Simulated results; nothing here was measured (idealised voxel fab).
Presented below is a process module, voxel transistor to metal.
Xsec cut, 205 nm wide, square cell size 5 nm.
In what follows, cross-sections appear as grids of square cells, described through bands that run from the top down, where every band is one or more rows of cells. Look at the band entry: it leads with the top's height and the bottom's height in nm. Then it lists the materials left to right, with a width in nm for each. The word "full width" on a single material says that material fills the band edge to edge. The word "empty" is empty space. All heights in this document are referenced to 0, defined as the level beneath which the wafer, as received, consists entirely of one material. The lowest band is not bounded below; it extends indefinitely downward and is written in the form "0..down". With a width like "30->40", each row of cells in the band differs from the next by the same amount, the top row carrying the first number and the bottom row the second. Basically "same as before" means that step didn't change any cell in the cross-section. Reported under the label "Fully closed voids" are the empty spaces having no open way to the top and comprising 8 cells or more; the notation for each is width x height at distance, in which the distance is measured from the left edge and all three values are in nm. The remark found on a step's line after its settings is issued by the simulator itself and pertains to that step. overlay nm, on a step with a mask: how far to the right of its planned place the mask lay; to the left if negative. Quick note on how to read the rest: it's all pairs. You get the cross-section before a process step and the one after, but the after one only goes down as far as the lowest band that changed. The step in between, with its settings, sits under the pair. Heads up, the pairs can come from different runs of this module on the same starting wafer, so don't assume a pair picks up from the one above unless its "Ex-ante state" entry says it does.

Ex-ante state:
> 0..down  Si full width
> Fully closed voids: none

Step Outcome:
> 5..0  SiO2 full width
> Whatever lies below 0 is exactly as it was before.
> Fully closed voids: none
Formally, the process step situated between the two cross-sections above is CONFORMAL_DEP: material SiO2, thk nm 5

Ex-ante state: per the after cross-section of the pair just above.

Step Outcome:
> 15..5  SiN full width
> Whatever lies below 5 is exactly as it was before.
> Fully closed voids: none
Formally, the process step situated between the two cross-sections above is CONFORMAL_DEP: material SiN, thk nm 10

Ex-ante state: per the after cross-section of the pair just above.

Step Outcome:
> 25..15  aC full width
> Whatever lies below 15 is exactly as it was before.
> Fully closed voids: none
Formally, the process step situated between the two cross-sections above is DIRECTIONAL_DEP: material aC, thk nm 10

Ex-ante state: per the after cross-section of the pair just above.

Step Outcome:
> 55..25  empty (35); resist (135); empty (35)
> Whatever lies below 25 is exactly as it was before.
> Fully closed voids: none
Formally, the process step situated between the two cross-sections above is PATTERN: tone cover, mask id ACTIVE, material resist, width nm 135, thk nm 30, overlay nm 0

Ex-ante state: per the after cross-section of the pair just above.

Step Outcome:
> 45..25  empty (35); resist (135); empty (35)
> 25..15  empty (35); aC (135); empty (35)
> Whatever lies below 15 is exactly as it was before.
> Fully closed voids: none
Formally, the process step situated between the two cross-sections above is DIRECTIONAL_ETCH: etch materials aC, depth nm 10

Ex-ante state: per the after cross-section of the pair just above.

Step Outcome:
> 25..15  empty (35); aC (135); empty (35)
> Whatever lies below 15 is exactly as it was before.
> Fully closed voids: none
Formally, the process step situated between the two cross-sections above is STRIP: etch materials resist

Ex-ante state: per the after cross-section of the pair just above.

Step Outcome:
> 25..15  empty (35); aC (135); empty (35)
> 15..5  empty (35); SiN (135); empty (35)
> Whatever lies below 5 is exactly as it was before.
> Fully closed voids: none
Formally, the process step situated between the two cross-sections above is DIRECTIONAL_ETCH: etch materials SiN, depth nm 10

Ex-ante state: per the after cross-section of the pair just above.

Step Outcome:
> 25..15  empty (35); aC (135); empty (35)
> 15..5  empty (35); SiN (135); empty (35)
> 5..0  empty (35); SiO2 (135); empty (35)
> Whatever lies below 0 is exactly as it was before.
> Fully closed voids: none
Formally, the process step situated between the two cross-sections above is DIRECTIONAL_ETCH: etch materials SiO2, depth nm 5

Ex-ante state: per the after cross-section of the pair just above.

Step Outcome:
> 25..15  empty (35); aC (135); empty (35)
> 15..5  empty (35); SiN (135); empty (35)
> 5..0  empty (35); SiO2 (135); empty (35)
> 0..-30  empty (35); Si (135); empty (35)
> Whatever lies below -30 is exactly as it was before.
> Fully closed voids: none
Formally, the process step situated between the two cross-sections above is DIRECTIONAL_ETCH: etch materials Si, depth nm 30

Ex-ante state: per the after cross-section of the pair just above.

Step Outcome:
> 15..5  empty (35); SiN (135); empty (35)
> Whatever lies below 5 is exactly as it was before.
> Fully closed voids: none
Formally, the process step situated between the two cross-sections above is STRIP: etch materials aC

Ex-ante state: per the after cross-section of the pair just above.

Step Outcome:
> 30..15  SiO2 full width
> 15..5  SiO2 (35); SiN (135); SiO2 (35)
> 5..0  SiO2 full width
> 0..-30  SiO2 (35); Si (135); SiO2 (35)
> Whatever lies below -30 is exactly as it was before.
> Fully closed voids: none
Formally, the process step situated between the two cross-sections above is FILL_DEP: material SiO2, thk nm 15

Ex-ante state: per the after cross-section of the pair just above.

Step Outcome:
> 15..5  SiO2 (35); SiN (135); SiO2 (35)
> Whatever lies below 5 is exactly as it was before.
> Fully closed voids: none
Formally, the process step situated between the two cross-sections above is CMP: height nm 15

Ex-ante state: per the after cross-section of the pair just above.

Step Outcome:
> 15..5  empty (35); SiN (135); empty (35)
> Whatever lies below 5 is exactly as it was before.
> Fully closed voids: none
Formally, the process step situated between the two cross-sections above is SELECTIVE_ETCH: etch materials SiO2, depth nm 10

Ex-ante state: per the after cross-section of the pair just above.

Step Outcome:
> 5..0  SiO2 full width
> Whatever lies below 0 is exactly as it was before.
> Fully closed voids: none
Formally, the process step situated between the two cross-sections above is STRIP: etch materials SiN

Ex-ante state: per the after cross-section of the pair just above.

Step Outcome:
> 0..-30  SiO2 (35); Si (135); SiO2 (35)
> Whatever lies below -30 is exactly as it was before.
> Fully closed voids: none
Formally, the process step situated between the two cross-sections above is SELECTIVE_ETCH: etch materials SiO2, depth nm 5

Ex-ante state: per the after cross-section of the pair just above.

Step Outcome:
> 0..-5  SiO2 full width
> Whatever lies below -5 is exactly as it was before.
> Fully closed voids: none
Formally, the process step situated between the two cross-sections above is OXIDIZE: depth nm 5

Ex-ante state: per the after cross-section of the pair just above.

Step Outcome:
> 25..0  polySi full width
> Whatever lies below 0 is exactly as it was before.
> Fully closed voids: none
Formally, the process step situated between the two cross-sections above is DIRECTIONAL_DEP: material polySi, thk nm 25

Ex-ante state: per the after cross-section of the pair just above.

Step Outcome:
> 40..25  SiCN full width
> Whatever lies below 25 is exactly as it was before.
> Fully closed voids: none
Formally, the process step situated between the two cross-sections above is DIRECTIONAL_DEP: material SiCN, thk nm 15

Ex-ante state: per the after cross-section of the pair just above.

Step Outcome:
> 40..25  empty (85); SiCN (35); empty (85)
> Whatever lies below 25 is exactly as it was before.
> Fully closed voids: none
Formally, the process step situated between the two cross-sections above is MASKED_ETCH: tone cover, mask id GATE, width nm 35, etch materials SiCN, depth nm 25, overlay nm 0

Ex-ante state: per the after cross-section of the pair just above.

Step Outcome:
> 40..25  empty (85); SiCN (35); empty (85)
> 25..0  empty (85); polySi (35); empty (85)
> Whatever lies below 0 is exactly as it was before.
> Fully closed voids: none
Formally, the process step situated between the two cross-sections above is MASKED_ETCH: tone cover, mask id GATE, width nm 35, etch materials polySi, depth nm 35, overlay nm 0

Ex-ante state: per the after cross-section of the pair just above.

Step Outcome:
> 50..40  empty (75); SiN (55); empty (75)
> 40..25  empty (75); SiN (10); SiCN (35); SiN (10); empty (75)
> 25..10  empty (75); SiN (10); polySi (35); SiN (10); empty (75)
> 10..0  SiN (85); polySi (35); SiN (85)
> Whatever lies below 0 is exactly as it was before.
> Fully closed voids: none
Formally, the process step situated between the two cross-sections above is CONFORMAL_DEP: material SiN, thk nm 10

Ex-ante state: per the after cross-section of the pair just above.

Step Outcome:
> 40..25  empty (75); SiN (10); SiCN (35); SiN (10); empty (75)
> 25..0  empty (75); SiN (10); polySi (35); SiN (10); empty (75)
> Whatever lies below 0 is exactly as it was before.
> Fully closed voids: none
Formally, the process step situated between the two cross-sections above is DIRECTIONAL_ETCH: etch materials SiN, depth nm 10

Ex-ante state: per the after cross-section of the pair just above.

Step Outcome:
> 40..25  empty (75); SiN (10); SiCN (35); SiN (10); empty (75)
> 25..0  empty (75); SiN (10); polySi (35); SiN (10); empty (75)
> 0..-5  empty (75); SiO2 (55); empty (75)
> Whatever lies below -5 is exactly as it was before.
> Fully closed voids: none
Formally, the process step situated between the two cross-sections above is DIRECTIONAL_ETCH: etch materials SiO2, depth nm 5

Ex-ante state: per the after cross-section of the pair just above.

Step Outcome:
> 40..25  empty (75); SiN (10); SiCN (35); SiN (10); empty (75)
> 25..0  empty (75); SiN (10); polySi (35); SiN (10); empty (75)
> 0..-5  empty (75); SiO2 (55); empty (75)
> -5..-10  SiO2 (35); empty (40); Si (55); empty (40); SiO2 (35)
> Whatever lies below -10 is exactly as it was before.
> Fully closed voids: none
Formally, the process step situated between the two cross-sections above is DIRECTIONAL_ETCH: etch materials Si, depth nm 5

Ex-ante state: per the after cross-section of the pair just above.

Step Outcome:
> 40..25  empty (75); SiN (10); SiCN (35); SiN (10); empty (75)
> 25..0  empty (75); SiN (10); polySi (35); SiN (10); empty (75)
> 0..-5  empty (70); SiGe (5); SiO2 (55); SiGe (5); empty (70)
> -5..-10  SiO2 (35); SiGe (40); Si (55); SiGe (40); SiO2 (35)
> Whatever lies below -10 is exactly as it was before.
> Fully closed voids: none
Formally, the process step situated between the two cross-sections above is EPI: material SiGe, thk nm 5

Ex-ante state: per the after cross-section of the pair just above.

Step Outcome:
> 45..40  SiO2 full width
> 40..25  SiO2 (75); SiN (10); SiCN (35); SiN (10); SiO2 (75)
> 25..0  SiO2 (75); SiN (10); polySi (35); SiN (10); SiO2 (75)
> 0..-5  SiO2 (70); SiGe (5); SiO2 (55); SiGe (5); SiO2 (70)
> Whatever lies below -5 is exactly as it was before.
> Fully closed voids: none
Formally, the process step situated between the two cross-sections above is FILL_DEP: material SiO2, thk nm 5

Ex-ante state: per the after cross-section of the pair just above.

Step Outcome:
> 25..0  SiO2 (75); SiN (10); polySi (35); SiN (10); SiO2 (75)
> Whatever lies below 0 is exactly as it was before.
> Fully closed voids: none
Formally, the process step situated between the two cross-sections above is CMP: height nm 25

Ex-ante state: per the after cross-section of the pair just above.

Step Outcome:
> 25..0  SiO2 (75); SiN (10); empty (35); SiN (10); SiO2 (75)
> Whatever lies below 0 is exactly as it was before.
> Fully closed voids: none
Formally, the process step situated between the two cross-sections above is STRIP: etch materials polySi

Ex-ante state: per the after cross-section of the pair just above.

Step Outcome:
> 25..20  empty (75); SiN (10); empty (35); SiN (10); empty (75)
> 20..0  SiO2 (75); SiN (10); empty (35); SiN (10); SiO2 (75)
> 0..-5  SiO2 (70); SiGe (5); SiO2 (5); empty (45); SiO2 (5); SiGe (5); SiO2 (70)
> Whatever lies below -5 is exactly as it was before.
> Fully closed voids: none
Formally, the process step situated between the two cross-sections above is SELECTIVE_ETCH: etch materials SiO2, depth nm 5

Ex-ante state: per the after cross-section of the pair just above.

Step Outcome:
> 30..25  empty (70); HfO2 (20); empty (25); HfO2 (20); empty (70)
> 25..20  HfO2 (75); SiN (10); HfO2 (5); empty (25); HfO2 (5); SiN (10); HfO2 (75)
> 20..0  SiO2 (75); SiN (10); HfO2 (5); empty (25); HfO2 (5); SiN (10); SiO2 (75)
> 0..-5  SiO2 (70); SiGe (5); SiO2 (5); HfO2 (45); SiO2 (5); SiGe (5); SiO2 (70)
> Whatever lies below -5 is exactly as it was before.
> Fully closed voids: none
Formally, the process step situated between the two cross-sections above is CONFORMAL_DEP: material HfO2, thk nm 5

Ex-ante state: per the after cross-section of the pair just above.

Step Outcome:
> 35..30  empty (65); TiN (30); empty (15); TiN (30); empty (65)
> 30..25  TiN (70); HfO2 (20); TiN (5); empty (15); TiN (5); HfO2 (20); TiN (70)
> 25..20  HfO2 (75); SiN (10); HfO2 (5); TiN (5); empty (15); TiN (5); HfO2 (5); SiN (10); HfO2 (75)
> 20..5  SiO2 (75); SiN (10); HfO2 (5); TiN (5); empty (15); TiN (5); HfO2 (5); SiN (10); SiO2 (75)
> 5..0  SiO2 (75); SiN (10); HfO2 (5); TiN (25); HfO2 (5); SiN (10); SiO2 (75)
> Whatever lies below 0 is exactly as it was before.
> Fully closed voids: none
Formally, the process step situated between the two cross-sections above is CONFORMAL_DEP: material TiN, thk nm 5

Ex-ante state: per the after cross-section of the pair just above.

Step Outcome:
> 45..35  W full width
> 35..30  W (65); TiN (30); W (15); TiN (30); W (65)
> 30..25  TiN (70); HfO2 (20); TiN (5); W (15); TiN (5); HfO2 (20); TiN (70)
> 25..20  HfO2 (75); SiN (10); HfO2 (5); TiN (5); W (15); TiN (5); HfO2 (5); SiN (10); HfO2 (75)
> 20..5  SiO2 (75); SiN (10); HfO2 (5); TiN (5); W (15); TiN (5); HfO2 (5); SiN (10); SiO2 (75)
> Whatever lies below 5 is exactly as it was before.
> Fully closed voids: none
Formally, the process step situated between the two cross-sections above is FILL_DEP: material W, thk nm 10

Ex-ante state: per the after cross-section of the pair just above.

Step Outcome:
> 20..5  SiO2 (75); SiN (10); HfO2 (5); TiN (5); W (15); TiN (5); HfO2 (5); SiN (10); SiO2 (75)
> Whatever lies below 5 is exactly as it was before.
> Fully closed voids: none
Formally, the process step situated between the two cross-sections above is CMP: height nm 20

Ex-ante state: per the after cross-section of the pair just above.

Step Outcome:
> 35..20  SiO2 full width
> Whatever lies below 20 is exactly as it was before.
> Fully closed voids: none
Formally, the process step situated between the two cross-sections above is DIRECTIONAL_DEP: material SiO2, thk nm 15

Ex-ante state: per the after cross-section of the pair just above.

Step Outcome:
> 55..35  resist (45); empty (20); resist (75); empty (20); resist (45)
> Whatever lies below 35 is exactly as it was before.
> Fully closed voids: none
Formally, the process step situated between the two cross-sections above is PATTERN: tone open, mask id CONTACT, material resist, width nm 20, pitch nm 95, thk nm 20, overlay nm 0

Ex-ante state: per the after cross-section of the pair just above.

Step Outcome:
> 55..35  resist (45); empty (20); resist (75); empty (20); resist (45)
> 35..20  SiO2 (45); empty (20); SiO2 (75); empty (20); SiO2 (45)
> 20..5  SiO2 (45); empty (20); SiO2 (10); SiN (10); HfO2 (5); TiN (5); W (15); TiN (5); HfO2 (5); SiN (10); SiO2 (10); empty (20); SiO2 (45)
> 5..0  SiO2 (45); empty (20); SiO2 (10); SiN (10); HfO2 (5); TiN (25); HfO2 (5); SiN (10); SiO2 (10); empty (20); SiO2 (45)
> 0..-5  SiO2 (45); empty (20); SiO2 (5); SiGe (5); SiO2 (5); HfO2 (45); SiO2 (5); SiGe (5); SiO2 (5); empty (20); SiO2 (45)
> Whatever lies below -5 is exactly as it was before.
> Fully closed voids: none
Formally, the process step situated between the two cross-sections above is DIRECTIONAL_ETCH: etch materials SiO2, depth nm 40

Ex-ante state: per the after cross-section of the pair just above.

Step Outcome:
> 35..20  SiO2 (45); empty (20); SiO2 (75); empty (20); SiO2 (45)
> Whatever lies below 20 is exactly as it was before.
> Fully closed voids: none
Formally, the process step situated between the two cross-sections above is STRIP: etch materials resist

Ex-ante state: per the after cross-section of the pair just above.

Step Outcome:
> 40..35  TiN (50); empty (10); TiN (85); empty (10); TiN (50)
> 35..20  SiO2 (45); TiN (5); empty (10); TiN (5); SiO2 (75); TiN (5); empty (10); TiN (5); SiO2 (45)
> 20..5  SiO2 (45); TiN (5); empty (10); TiN (5); SiO2 (10); SiN (10); HfO2 (5); TiN (5); W (15); TiN (5); HfO2 (5); SiN (10); SiO2 (10); TiN (5); empty (10); TiN (5); SiO2 (45)
> 5..0  SiO2 (45); TiN (5); empty (10); TiN (5); SiO2 (10); SiN (10); HfO2 (5); TiN (25); HfO2 (5); SiN (10); SiO2 (10); TiN (5); empty (10); TiN (5); SiO2 (45)
> 0..-5  SiO2 (45); TiN (20); SiO2 (5); SiGe (5); SiO2 (5); HfO2 (45); SiO2 (5); SiGe (5); SiO2 (5); TiN (20); SiO2 (45)
> Whatever lies below -5 is exactly as it was before.
> Fully closed voids: none
Formally, the process step situated between the two cross-sections above is CONFORMAL_DEP: material TiN, thk nm 5

Ex-ante state: per the after cross-section of the pair just above.

Step Outcome:
> 45..40  W full width
> 40..35  TiN (50); W (10); TiN (85); W (10); TiN (50)
> 35..20  SiO2 (45); TiN (5); W (10); TiN (5); SiO2 (75); TiN (5); W (10); TiN (5); SiO2 (45)
> 20..5  SiO2 (45); TiN (5); W (10); TiN (5); SiO2 (10); SiN (10); HfO2 (5); TiN (5); W (15); TiN (5); HfO2 (5); SiN (10); SiO2 (10); TiN (5); W (10); TiN (5); SiO2 (45)
> 5..0  SiO2 (45); TiN (5); W (10); TiN (5); SiO2 (10); SiN (10); HfO2 (5); TiN (25); HfO2 (5); SiN (10); SiO2 (10); TiN (5); W (10); TiN (5); SiO2 (45)
> Whatever lies below 0 is exactly as it was before.
> Fully closed voids: none
Formally, the process step situated between the two cross-sections above is FILL_DEP: material W, thk nm 5

Ex-ante state: per the after cross-section of the pair just above.

Step Outcome:
> 35..20  SiO2 (45); TiN (5); W (10); TiN (5); SiO2 (75); TiN (5); W (10); TiN (5); SiO2 (45)
> Whatever lies below 20 is exactly as it was before.
> Fully closed voids: none
Formally, the process step situated between the two cross-sections above is CMP: height nm 35

Ex-ante state: per the after cross-section of the pair just above.

Step Outcome:
> 40..35  TiN full width
> Whatever lies below 35 is exactly as it was before.
> Fully closed voids: none
Formally, the process step situated between the two cross-sections above is DIRECTIONAL_DEP: material TiN, thk nm 5

Ex-ante state: per the after cross-section of the pair just above.

Step Outcome:
> 65..40  W full width
> Whatever lies below 40 is exactly as it was before.
> Fully closed voids: none
Formally, the process step situated between the two cross-sections above is DIRECTIONAL_DEP: material W, thk nm 25

Ex-ante state: per the after cross-section of the pair just above.

Step Outcome:
> 80..65  aC full width
> Whatever lies below 65 is exactly as it was before.
> Fully closed voids: none
Formally, the process step situated between the two cross-sections above is DIRECTIONAL_DEP: material aC, thk nm 15

Ex-ante state: per the after cross-section of the pair just above.

Step Outcome:
> 110..80  empty (45); resist (20); empty (75); resist (20); empty (45)
> Whatever lies below 80 is exactly as it was before.
> Fully closed voids: none
Formally, the process step situated between the two cross-sections above is PATTERN: tone cover, mask id METAL_1, material resist, width nm 20, pitch nm 95, thk nm 30, overlay nm 0

Ex-ante state: per the after cross-section of the pair just above.

Step Outcome:
> 95..80  empty (45); resist (20); empty (75); resist (20); empty (45)
> 80..65  empty (45); aC (20); empty (75); aC (20); empty (45)
> Whatever lies below 65 is exactly as it was before.
> Fully closed voids: none
Formally, the process step situated between the two cross-sections above is DIRECTIONAL_ETCH: etch materials aC, depth nm 15

Ex-ante state: per the after cross-section of the pair just above.

Step Outcome:
> 80..65  empty (45); aC (20); empty (75); aC (20); empty (45)
> Whatever lies below 65 is exactly as it was before.
> Fully closed voids: none
Formally, the process step situated between the two cross-sections above is STRIP: etch materials resist

Ex-ante state: per the after cross-section of the pair just above.

Step Outcome:
> 80..65  empty (45); aC (20); empty (75); aC (20); empty (45)
> 65..40  empty (45); W (20); empty (75); W (20); empty (45)
> Whatever lies below 40 is exactly as it was before.
> Fully closed voids: none
Formally, the process step situated between the two cross-sections above is DIRECTIONAL_ETCH: etch materials W, depth nm 25

Ex-ante state: per the after cross-section of the pair just above.

Step Outcome:
> 80..65  empty (45); aC (20); empty (75); aC (20); empty (45)
> 65..40  empty (45); W (20); empty (75); W (20); empty (45)
> 40..35  empty (45); TiN (20); empty (75); TiN (20); empty (45)
> Whatever lies below 35 is exactly as it was before.
> Fully closed voids: none
Formally, the process step situated between the two cross-sections above is DIRECTIONAL_ETCH: etch materials TiN, depth nm 5

Ex-ante state: per the after cross-section of the pair just above.

Step Outcome:
> 65..40  empty (45); W (20); empty (75); W (20); empty (45)
> Whatever lies below 40 is exactly as it was before.
> Fully closed voids: none
Formally, the process step situated between the two cross-sections above is STRIP: etch materials aC

Ex-ante state: per the after cross-section of the pair just above.

Step Outcome:
> 70..65  empty (40); SiN (30); empty (65); SiN (30); empty (40)
> 65..40  empty (40); SiN (5); W (20); SiN (5); empty (65); SiN (5); W (20); SiN (5); empty (40)
> 40..35  SiN (45); TiN (20); SiN (75); TiN (20); SiN (45)
> Whatever lies below 35 is exactly as it was before.
> Fully closed voids: none
Formally, the process step situated between the two cross-sections above is CONFORMAL_DEP: material SiN, thk nm 5

Ex-ante state: per the after cross-section of the pair just above.

Step Outcome:
> 80..70  lowk full width
> 70..65  lowk (40); SiN (30); lowk (65); SiN (30); lowk (40)
> 65..40  lowk (40); SiN (5); W (20); SiN (5); lowk (65); SiN (5); W (20); SiN (5); lowk (40)
> Whatever lies below 40 is exactly as it was before.
> Fully closed voids: none
Formally, the process step situated between the two cross-sections above is FILL_DEP: material lowk, thk nm 10

Ex-ante state: per the after cross-section of the pair just above.

Step Outcome:
> 65..40  lowk (40); SiN (5); W (20); SiN (5); lowk (65); SiN (5); W (20); SiN (5); lowk (40)
> Whatever lies below 40 is exactly as it was before.
> Fully closed voids: none
Formally, the process step situated between the two cross-sections above is CMP: height nm 65

Ex-ante state: per the after cross-section of the pair just above.

Step Outcome:
> 70..65  SiCN full width
> Whatever lies below 65 is exactly as it was before.
> Fully closed voids: none
Formally, the process step situated between the two cross-sections above is CONFORMAL_DEP: material SiCN, thk nm 5

Ex-ante state:
> 0..down  Si full width
> Fully closed voids: none

Step Outcome:
> 10..0  SiN full width
> Whatever lies below 0 is exactly as it was before.
> Fully closed voids: none
Formally, the process step situated between the two cross-sections above is CONFORMAL_DEP: material SiN, thk nm 10

Ex-ante state: per the after cross-section of the pair just above.

Step Outcome:
> 20..10  aC full width
> Whatever lies below 10 is exactly as it was before.
> Fully closed voids: none
Formally, the process step situated between the two cross-sections above is DIRECTIONAL_DEP: material aC, thk nm 10

Ex-ante state: per the after cross-section of the pair just above.

Step Outcome:
> 50..20  empty (35); resist (135); empty (35)
> Whatever lies below 20 is exactly as it was before.
> Fully closed voids: none
Formally, the process step situated between the two cross-sections above is PATTERN: tone cover, mask id ACTIVE, material resist, width nm 135, thk nm 30, overlay nm 0

Ex-ante state: per the after cross-section of the pair just above.

Step Outcome:
> 40..20  empty (35); resist (135); empty (35)
> 20..10  empty (35); aC (135); empty (35)
> Whatever lies below 10 is exactly as it was before.
> Fully closed voids: none
Formally, the process step situated between the two cross-sections above is DIRECTIONAL_ETCH: etch materials aC, depth nm 10

Ex-ante state: per the after cross-section of the pair just above.

Step Outcome:
> 20..10  empty (35); aC (135); empty (35)
> Whatever lies below 10 is exactly as it was before.
> Fully closed voids: none
Formally, the process step situated between the two cross-sections above is STRIP: etch materials resist

Ex-ante state: per the after cross-section of the pair just above.

Step Outcome:
> 20..10  empty (35); aC (135); empty (35)
> 10..0  empty (35); SiN (135); empty (35)
> Whatever lies below 0 is exactly as it was before.
> Fully closed voids: none
Formally, the process step situated between the two cross-sections above is DIRECTIONAL_ETCH: etch materials SiN, depth nm 10

Ex-ante state: per the after cross-section of the pair just above.

Step Outcome:
> 20..10  empty (35); aC (135); empty (35)
> 10..0  empty (35); SiN (135); empty (35)
> 0..-30  empty (35); Si (135); empty (35)
> Whatever lies below -30 is exactly as it was before.
> Fully closed voids: none
Formally, the process step situated between the two cross-sections above is DIRECTIONAL_ETCH: etch materials Si, depth nm 30

Ex-ante state: per the after cross-section of the pair just above.

Step Outcome:
> 10..0  empty (35); SiN (135); empty (35)
> Whatever lies below 0 is exactly as it was before.
> Fully closed voids: none
Formally, the process step situated between the two cross-sections above is STRIP: etch materials aC

Ex-ante state: per the after cross-section of the pair just above.

Step Outcome:
> 25..10  SiO2 full width
> 10..0  SiO2 (35); SiN (135); SiO2 (35)
> 0..-30  SiO2 (35); Si (135); SiO2 (35)
> Whatever lies below -30 is exactly as it was before.
> Fully closed voids: none
Formally, the process step situated between the two cross-sections above is FILL_DEP: material SiO2, thk nm 15

Ex-ante state: per the after cross-section of the pair just above.

Step Outcome:
> 15..10  SiO2 full width
> Whatever lies below 10 is exactly as it was before.
> Fully closed voids: none
Formally, the process step situated between the two cross-sections above is CMP: height nm 15

Ex-ante state: per the after cross-section of the pair just above.

Step Outcome:
> 10..5  empty (35); SiN (135); empty (35)
> Whatever lies below 5 is exactly as it was before.
> Fully closed voids: none
Formally, the process step situated between the two cross-sections above is SELECTIVE_ETCH: etch materials SiO2, depth nm 10

Ex-ante state: per the after cross-section of the pair just above.

Step Outcome:
> 5..0  SiO2 (35); empty (135); SiO2 (35)
> Whatever lies below 0 is exactly as it was before.
> Fully closed voids: none
Formally, the process step situated between the two cross-sections above is STRIP: etch materials SiN

Ex-ante state: per the after cross-section of the pair just above.

Step Outcome:
> 0..-5  SiO2 (30); empty (5); Si (135); empty (5); SiO2 (30)
> Whatever lies below -5 is exactly as it was before.
> Fully closed voids: none
Formally, the process step situated between the two cross-sections above is SELECTIVE_ETCH: etch materials SiO2, depth nm 5

Ex-ante state: per the after cross-section of the pair just above.

Step Outcome:
> 0..-5  SiO2 (30); empty (5); SiO2 (135); empty (5); SiO2 (30)
> -5..-10  SiO2 (40); Si (125); SiO2 (40)
> Whatever lies below -10 is exactly as it was before.
> Fully closed voids: none
Formally, the process step situated between the two cross-sections above is OXIDIZE: depth nm 5

Ex-ante state: per the after cross-section of the pair just above.

Step Outcome:
> 25..20  polySi (30); empty (5); polySi (135); empty (5); polySi (30)
> 20..0  polySi full width
> 0..-5  SiO2 (30); polySi (5); SiO2 (135); polySi (5); SiO2 (30)
> Whatever lies below -5 is exactly as it was before.
> Fully closed voids: none
Formally, the process step situated between the two cross-sections above is DIRECTIONAL_DEP: material polySi, thk nm 25

Ex-ante state: per the after cross-section of the pair just above.

Step Outcome:
> 40..35  SiCN (30); empty (5); SiCN (135); empty (5); SiCN (30)
> 35..25  SiCN full width
> 25..20  polySi (30); SiCN (5); polySi (135); SiCN (5); polySi (30)
> Whatever lies below 20 is exactly as it was before.
> Fully closed voids: none
Formally, the process step situated between the two cross-sections above is DIRECTIONAL_DEP: material SiCN, thk nm 15

Ex-ante state: per the after cross-section of the pair just above.

Step Outcome:
> 40..25  empty (85); SiCN (35); empty (85)
> 25..20  polySi (30); empty (5); polySi (135); empty (5); polySi (30)
> Whatever lies below 20 is exactly as it was before.
> Fully closed voids: none
Formally, the process step situated between the two cross-sections above is MASKED_ETCH: tone cover, mask id GATE, width nm 35, etch materials SiCN, depth nm 25, overlay nm 0

Ex-ante state: per the after cross-section of the pair just above.

Step Outcome:
> 40..25  empty (85); SiCN (35); empty (85)
> 25..0  empty (85); polySi (35); empty (85)
> 0..-5  SiO2 (30); empty (5); SiO2 (135); empty (5); SiO2 (30)
> Whatever lies below -5 is exactly as it was before.
> Fully closed voids: none
Formally, the process step situated between the two cross-sections above is MASKED_ETCH: tone cover, mask id GATE, width nm 35, etch materials polySi, depth nm 35, overlay nm 0

Ex-ante state: per the after cross-section of the pair just above.

Step Outcome:
> 50..40  empty (75); SiN (55); empty (75)
> 40..25  empty (75); SiN (10); SiCN (35); SiN (10); empty (75)
> 25..10  empty (75); SiN (10); polySi (35); SiN (10); empty (75)
> 10..0  SiN (85); polySi (35); SiN (85)
> 0..-5  SiO2 (30); SiN (5); SiO2 (135); SiN (5); SiO2 (30)
> Whatever lies below -5 is exactly as it was before.
> Fully closed voids: none
Formally, the process step situated between the two cross-sections above is CONFORMAL_DEP: material SiN, thk nm 10

Ex-ante state: per the after cross-section of the pair just above.

Step Outcome:
> 40..25  empty (75); SiN (10); SiCN (35); SiN (10); empty (75)
> 25..0  empty (75); SiN (10); polySi (35); SiN (10); empty (75)
> Whatever lies below 0 is exactly as it was before.
> Fully closed voids: none
Formally, the process step situated between the two cross-sections above is DIRECTIONAL_ETCH: etch materials SiN, depth nm 10

Ex-ante state: per the after cross-section of the pair just above.

Step Outcome:
> 40..25  empty (75); SiN (10); SiCN (35); SiN (10); empty (75)
> 25..0  empty (75); SiN (10); polySi (35); SiN (10); empty (75)
> 0..-5  empty (30); SiN (5); empty (40); SiO2 (55); empty (40); SiN (5); empty (30)
> Whatever lies below -5 is exactly as it was before.
> Fully closed voids: none
Formally, the process step situated between the two cross-sections above is DIRECTIONAL_ETCH: etch materials SiO2, depth nm 5

Ex-ante state: per the after cross-section of the pair just above.

Step Outcome:
> 40..25  empty (75); SiN (10); SiCN (35); SiN (10); empty (75)
> 25..0  empty (75); SiN (10); polySi (35); SiN (10); empty (75)
> 0..-5  empty (30); SiN (5); empty (40); SiO2 (55); empty (40); SiN (5); empty (30)
> -5..-10  SiO2 (40); empty (35); Si (55); empty (35); SiO2 (40)
> Whatever lies below -10 is exactly as it was before.
> Fully closed voids: none
Formally, the process step situated between the two cross-sections above is DIRECTIONAL_ETCH: etch materials Si, depth nm 5

Ex-ante state: per the after cross-section of the pair just above.

Step Outcome:
> 40..25  empty (75); SiN (10); SiCN (35); SiN (10); empty (75)
> 25..0  empty (75); SiN (10); polySi (35); SiN (10); empty (75)
> 0..-5  empty (30); SiN (5); empty (35); SiGe (5); SiO2 (55); SiGe (5); empty (35); SiN (5); empty (30)
> -5..-10  SiO2 (40); SiGe (35); Si (55); SiGe (35); SiO2 (40)
> Whatever lies below -10 is exactly as it was before.
> Fully closed voids: none
Formally, the process step situated between the two cross-sections above is EPI: material SiGe, thk nm 5

Ex-ante state: per the after cross-section of the pair just above.

Step Outcome:
> 45..40  SiO2 full width
> 40..25  SiO2 (75); SiN (10); SiCN (35); SiN (10); SiO2 (75)
> 25..0  SiO2 (75); SiN (10); polySi (35); SiN (10); SiO2 (75)
> 0..-5  SiO2 (30); SiN (5); SiO2 (35); SiGe (5); SiO2 (55); SiGe (5); SiO2 (35); SiN (5); SiO2 (30)
> Whatever lies below -5 is exactly as it was before.
> Fully closed voids: none
Formally, the process step situated between the two cross-sections above is FILL_DEP: material SiO2, thk nm 5

Ex-ante state: per the after cross-section of the pair just above.

Step Outcome:
> 25..0  SiO2 (75); SiN (10); polySi (35); SiN (10); SiO2 (75)
> Whatever lies below 0 is exactly as it was before.
> Fully closed voids: none
Formally, the process step situated between the two cross-sections above is CMP: height nm 25

Ex-ante state: per the after cross-section of the pair just above.

Step Outcome:
> 25..0  SiO2 (75); SiN (10); empty (35); SiN (10); SiO2 (75)
> Whatever lies below 0 is exactly as it was before.
> Fully closed voids: none
Formally, the process step situated between the two cross-sections above is STRIP: etch materials polySi
